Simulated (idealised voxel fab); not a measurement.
A process module follows: voxel gate over fins.
It is cross-section cut that appears here, measuring 250 nm in width, its square cells being 5 nm in size.
Think of the cross-section as a grid of square cells. We describe it in bands, top to bottom, and each band covers one or more rows of those cells.
Heads up on the band format: heights come first, top then bottom, in nm. After that it's the materials left to right, each with its width in nm. A single material flagged "full width" fills the whole band edge to edge, and "empty" means there's empty space there.
Height 0 is the level under which the wafer as received is all one material. The lowest band goes on downwards, as in "0..down".
Quick explanation for "30->40": the width changes in equal steps down the rows of cells, from the first number in the band's top row to the second number in its bottom row.
"nothing was modified" means the step left every cell of the cross-section as it was.
"Sealed void list" lists enclosed empty spaces (at least 8 cells, no open path upward to the top), each as width x height at distance from the left edge, in nm.
On a step's line, text after the settings is the simulator commenting on that step.
What "overlay nm" on a step's line means: if the step has a mask, that mask lay this far to the right of its planned place, or, when the value is negative, to the left.
## This section lists the process steps that were planned
step 1: RECEIVE [material Si]
step 2: CONFORMAL_DEP [material SiN] [thk nm 5]
step 3: MASKED_ETCH [tone cover] [mask id FINS] [width nm 15] [pitch nm 55] [etch materials SiN] [depth nm 5] [overlay nm 0]
step 4: MASKED_ETCH [tone cover] [mask id FINS] [width nm 15] [pitch nm 55] [etch materials Si] [depth nm 40] [overlay nm 0]
step 5: OXIDIZE [depth nm 5]
step 6: FILL_DEP [material SiO2] [thk nm 15]
step 7: CMP [height nm 5]
step 8: MASKED_ETCH [tone open] [mask id RAIL] [width nm 15] [etch materials SiO2] [depth nm 40] [overlay nm 0]
step 9: CONFORMAL_DEP [material TiN] [thk nm 5]
step 10: FILL_DEP [material W] [thk nm 10]
step 11: CMP [height nm 5]
step 12: SELECTIVE_ETCH [etch materials W Ru TiN] [depth nm 30]
step 13: FILL_DEP [material SiO2] [thk nm 5]
step 14: CMP [height nm 5]
step 15: SELECTIVE_ETCH [etch materials SiO2] [depth nm 10]
step 16: STRIP [etch materials SiN]
step 17: CONFORMAL_DEP [material HfO2] [thk nm 5]
step 18: CONFORMAL_DEP [material TiN] [thk nm 5]
step 19: FILL_DEP [material W] [thk nm 10]
step 20: CMP [height nm 15]
step 21: CONFORMAL_DEP [material SiN] [thk nm 5]
Don't read the plan's depth nm for step 15 as applying to every wafer: that's the first wafer's value, and the wafers differ in it, though they all start identical.
## Received condition of the first of several wafers, sectioned: post-step 1
- 0..down | Si full width
- Sealed void list: none
## Rows = wafers. At module end, each row lists per material the cells gained (+) or lost (-) since the wafer was received, then the closed voids
depth nm 10, +58 HfO2, -414 Si, +50 SiN, +362 SiO2, +63 TiN, +81 W, Sealed void list: none
depth nm 15, +66 HfO2, -414 Si, +50 SiN, +316 SiO2, +71 TiN, +111 W, Sealed void list: none
depth nm 20, +74 HfO2, -414 Si, +50 SiN, +270 SiO2, +79 TiN, +141 W, Sealed void list: none
depth nm 25, +82 HfO2, -414 Si, +50 SiN, +224 SiO2, +87 TiN, +171 W, Sealed void list: none
depth nm 30, +90 HfO2, -414 Si, +50 SiN, +178 SiO2, +95 TiN, +201 W, Sealed void list: none
depth nm 35, +100 HfO2, -414 Si, +50 SiN, +135 SiO2, +104 TiN, +225 W, Sealed void list: none
